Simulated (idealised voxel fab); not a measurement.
Process module, titled voxel gate over fins
160 nm wide, 5 nm square cells: that's cross-section cut.
The cross-sections in this document take the form of a grid made of square cells. They are written out as bands, in order from top to bottom. Each band consists of one or more rows of cells. Quick guide to a band line: top height, bottom height (nm) up front; then every material left to right with its width in nm. Only one material and it's marked "edge to edge"? Then it fills the band edge to edge. And "empty" just means empty space. Below 0: as-received wafer, all one material; heights counted from there. Lowest band: no bottom, goes on down, written "0..down". The width entry "30 to 40" should be interpreted row by row: the top row of cells in the band takes the first number, the bottom row takes the second number, and the change between adjacent rows is uniform throughout. "nothing altered", as given for a step, is the statement that not any cell of the cross-section underwent a change during that step. Heads up: "Enclosed internal cavities" only lists the empty pockets with no open path to the top that are 8 cells or more, and it writes them as width x height at distance, distance from the left edge, in nm. It should be noted that, on the line of a given step, the content following the step's settings is a remark produced by the simulator itself with respect to that step. Among the settings permitted on a step's line is "overlay nm"; applied to a step with a mask, it specifies the extent to which the mask lay to the right of its planned position, whereas a negative figure signifies a position to the left.

Listed below are the process steps as planned
1: RECEIVE, material Si
2: CONFORMAL_DEP, material SiN, thk nm 5
3: DIRECTIONAL_DEP, material aC, thk nm 15
4: PATTERN, tone cover, mask id FINS, material resist, width nm 15, pitch nm 60, thk nm 30, overlay nm 0
5: DIRECTIONAL_ETCH, etch materials aC, depth nm 15
6: STRIP, etch materials resist
7: DIRECTIONAL_ETCH, etch materials SiN, depth nm 5
8: DIRECTIONAL_ETCH, etch materials Si, depth nm 40
9: STRIP, etch materials aC
10: OXIDIZE, depth nm 5
11: FILL_DEP, material SiO2, thk nm 10
12: CMP, height nm 5
13: DIRECTIONAL_DEP, material aC, thk nm 15
14: PATTERN, tone open, mask id RAIL, material resist, width nm 15, thk nm 35, overlay nm 0
15: DIRECTIONAL_ETCH, etch materials aC, depth nm 15
16: STRIP, etch materials resist
17: DIRECTIONAL_ETCH, etch materials SiO2, depth nm 40
18: STRIP, etch materials aC
19: CONFORMAL_DEP, material TiN, thk nm 5
20: FILL_DEP, material W, thk nm 5
21: CMP, height nm 5
22: SELECTIVE_ETCH, etch materials W Ru TiN, depth nm 20
23: FILL_DEP, material SiO2, thk nm 5
24: CMP, height nm 5
25: SELECTIVE_ETCH, etch materials SiO2, depth nm 15
26: STRIP, etch materials SiN
27: CONFORMAL_DEP, material HfO2, thk nm 5
28: CONFORMAL_DEP, material TiN, thk nm 5
29: CONFORMAL_DEP, material TiAl, thk nm 5
30: CONFORMAL_DEP, material TiN, thk nm 5
31: FILL_DEP, material W, thk nm 15
32: CMP, height nm 30
33: CONFORMAL_DEP, material SiCN, thk nm 10
The wafers are alike at the start. At step 29, their thk nm differs. The plan lists the first wafer's value.

First of several wafers, received after step 1, in cross-section
* 0..down  Si edge to edge
* Enclosed internal cavities: none

first wafer at the end, after step 33
* 40..30  SiCN edge to edge
* 30..20  W edge to edge
* 20..15  W 25 nm / TiN 45 nm / W 15 nm / TiN 45 nm / W 30 nm
* 15..10  W 25 nm / TiN 5 nm / TiAl 35 nm / TiN 5 nm / W 15 nm / TiN 5 nm / TiAl 35 nm / TiN 5 nm / W 30 nm
* 10..5  TiN 30 nm / TiAl 5 nm / TiN 25 nm / TiAl 5 nm / TiN 25 nm / TiAl 5 nm / TiN 25 nm / TiAl 5 nm / TiN 35 nm
* 5..0  TiAl 35 nm / TiN 5 nm / HfO2 15 nm / TiN 5 nm / TiAl 35 nm / TiN 5 nm / HfO2 15 nm / TiN 5 nm / TiAl 40 nm
* 0..-5  TiN 40 nm / HfO2 5 nm / Si 5 nm / HfO2 5 nm / TiN 45 nm / HfO2 5 nm / Si 5 nm / HfO2 5 nm / TiN 45 nm
* -5..-10  HfO2 45 nm / Si 5 nm / HfO2 55 nm / Si 5 nm / HfO2 50 nm
* -10..-15  SiO2 45 nm / Si 5 nm / SiO2 55 nm / Si 5 nm / SiO2 50 nm
* -15..-30  SiO2 45 nm / Si 5 nm / SiO2 20 nm / TiN 5 nm / W 5 nm / TiN 5 nm / SiO2 20 nm / Si 5 nm / SiO2 50 nm
* -30..-35  SiO2 45 nm / Si 5 nm / SiO2 20 nm / TiN 15 nm / SiO2 20 nm / Si 5 nm / SiO2 50 nm
* -35..-45  SiO2 45 nm / Si 5 nm / SiO2 55 nm / Si 5 nm / SiO2 50 nm
* -45..down  Si edge to edge
* Enclosed internal cavities: none

Cross-section of the final wafer among several, taken at the end of the module
* 40..30  SiCN edge to edge
* 30..25  W 10 nm / TiN 5 nm / TiAl 125 nm / TiN 5 nm / W 15 nm
* 25..20  TiN 15 nm / TiAl 125 nm / TiN 20 nm
* 20..10  TiAl edge to edge
* 10..5  TiAl 35 nm / TiN 25 nm / TiAl 35 nm / TiN 25 nm / TiAl 40 nm
* 5..0  TiAl 35 nm / TiN 5 nm / HfO2 15 nm / TiN 5 nm / TiAl 35 nm / TiN 5 nm / HfO2 15 nm / TiN 5 nm / TiAl 40 nm
* 0..-5  TiN 40 nm / HfO2 5 nm / Si 5 nm / HfO2 5 nm / TiN 45 nm / HfO2 5 nm / Si 5 nm / HfO2 5 nm / TiN 45 nm
* -5..-10  HfO2 45 nm / Si 5 nm / HfO2 55 nm / Si 5 nm / HfO2 50 nm
* -10..-15  SiO2 45 nm / Si 5 nm / SiO2 55 nm / Si 5 nm / SiO2 50 nm
* -15..-30  SiO2 45 nm / Si 5 nm / SiO2 20 nm / TiN 5 nm / W 5 nm / TiN 5 nm / SiO2 20 nm / Si 5 nm / SiO2 50 nm
* -30..-35  SiO2 45 nm / Si 5 nm / SiO2 20 nm / TiN 15 nm / SiO2 20 nm / Si 5 nm / SiO2 50 nm
* -35..-45  SiO2 45 nm / Si 5 nm / SiO2 55 nm / Si 5 nm / SiO2 50 nm
* -45..down  Si edge to edge
* Enclosed internal cavities: none

Basically each wafer gets a line in the table, showing it at the end of the module: material by material, the cells it gained (+) or lost (-) since we got it, then its closed voids
thk nm 5 | +40 HfO2 | -270 Si | +64 SiCN | +198 SiO2 | +40 TiAl | +89 TiN | +95 W | Enclosed internal cavities: none
thk nm 10 | +40 HfO2 | -270 Si | +64 SiCN | +198 SiO2 | +80 TiAl | +89 TiN | +55 W | Enclosed internal cavities: none
thk nm 15 | +40 HfO2 | -270 Si | +64 SiCN | +198 SiO2 | +120 TiAl | +87 TiN | +17 W | Enclosed internal cavities: none
thk nm 20 | +40 HfO2 | -270 Si | +64 SiCN | +198 SiO2 | +158 TiAl | +58 TiN | +8 W | Enclosed internal cavities: none
